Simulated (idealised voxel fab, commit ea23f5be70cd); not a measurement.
process module | voxel gate over fins
cross-section cut | 190 nm wide | cells 5 nm
A cross-section is a grid of square cells, given in bands from the top down. A band is one or more rows of cells.
Each band's line starts with the height of the band's top and of its bottom, in nm. Then come its materials from left to right, each with its width in nm. One material with "throughout" fills the band from edge to edge. "air" is empty space.
Height 0 is the level under which the wafer as received is all one material. The lowest band goes on downwards, as in "0 down".
A width such as "30 to 40" changes by the same amount from each row of cells to the next, from the band's top row to its bottom row.
"no change" after a step means that no cell of the cross-section changed.
closed voids: empty space of 8 cells or more with no open way to the top, each as width x height at its distance from the left edge, in nm
after a step's settings: what the simulator itself notes on the step
overlay nm, on a step with a mask: how far to the right of its planned place the mask lay; to the left if negative
plan
1 op RECEIVE | material Si
2 op CONFORMAL_DEP | material SiN | thk nm 5
3 op MASKED_ETCH | tone cover | mask id FINS | width nm 15 | pitch nm 50 | etch materials SiN | depth nm 5 | overlay nm 0
4 op MASKED_ETCH | tone cover | mask id FINS | width nm 15 | pitch nm 50 | etch materials Si | depth nm 30 | overlay nm 0
5 op FILL_DEP | material SiO2 | thk nm 5
6 op CMP | height nm 5
7 op DIRECTIONAL_DEP | material aC | thk nm 15
8 op PATTERN | tone open | mask id RAIL | material resist | width nm 15 | thk nm 30 | overlay nm 0
9 op DIRECTIONAL_ETCH | etch materials aC | depth nm 15
10 op STRIP | etch materials resist
11 op DIRECTIONAL_ETCH | etch materials SiO2 | depth nm 30
12 op STRIP | etch materials aC
13 op CONFORMAL_DEP | material TiN | thk nm 5
14 op FILL_DEP | material W | thk nm 5
15 op CMP | height nm 5
16 op SELECTIVE_ETCH | etch materials W Ru TiN | depth nm 25
17 op FILL_DEP | material SiO2 | thk nm 5
18 op CMP | height nm 5
19 op SELECTIVE_ETCH | etch materials SiO2 | depth nm 15
20 op STRIP | etch materials SiN
21 op CONFORMAL_DEP | material HfO2 | thk nm 5
22 op CONFORMAL_DEP | material TiN | thk nm 5
23 op FILL_DEP | material W | thk nm 15
24 op CMP | height nm 20
25 op CONFORMAL_DEP | material SiCN | thk nm 5
as received, after step 1
  0 down: Si throughout
  closed voids: none
a wafer at the end: this start, this plan, one mistake
  25 to 20: SiCN throughout
  20 to 10: W throughout
  10 to 5: W 25 | TiN 35 | W 15 | TiN 35 | W 15 | TiN 35 | W 30
  5 to 0: W 25 | TiN 5 | HfO2 25 | TiN 5 | W 15 | TiN 5 | HfO2 25 | TiN 5 | W 15 | TiN 5 | HfO2 25 | TiN 5 | W 30
  0 to -5: TiN 30 | HfO2 5 | Si 15 | HfO2 5 | TiN 25 | HfO2 5 | Si 15 | HfO2 5 | TiN 25 | HfO2 5 | Si 15 | HfO2 5 | TiN 35
  -5 to -10: HfO2 35 | Si 15 | HfO2 35 | Si 15 | HfO2 35 | Si 15 | HfO2 40
  -10 to -20: SiO2 35 | Si 15 | SiO2 35 | Si 15 | SiO2 35 | Si 15 | SiO2 40
  -20 to -25: SiO2 35 | Si 15 | SiO2 10 | TiN 15 | SiO2 10 | Si 15 | SiO2 35 | Si 15 | SiO2 40
  -25 down: Si throughout
  closed voids: none
what went wrong: step 4 ran as: op MASKED_ETCH | tone cover | mask id FINS | width nm 15 | pitch nm 50 | etch materials Si | depth nm 25 | overlay nm 0
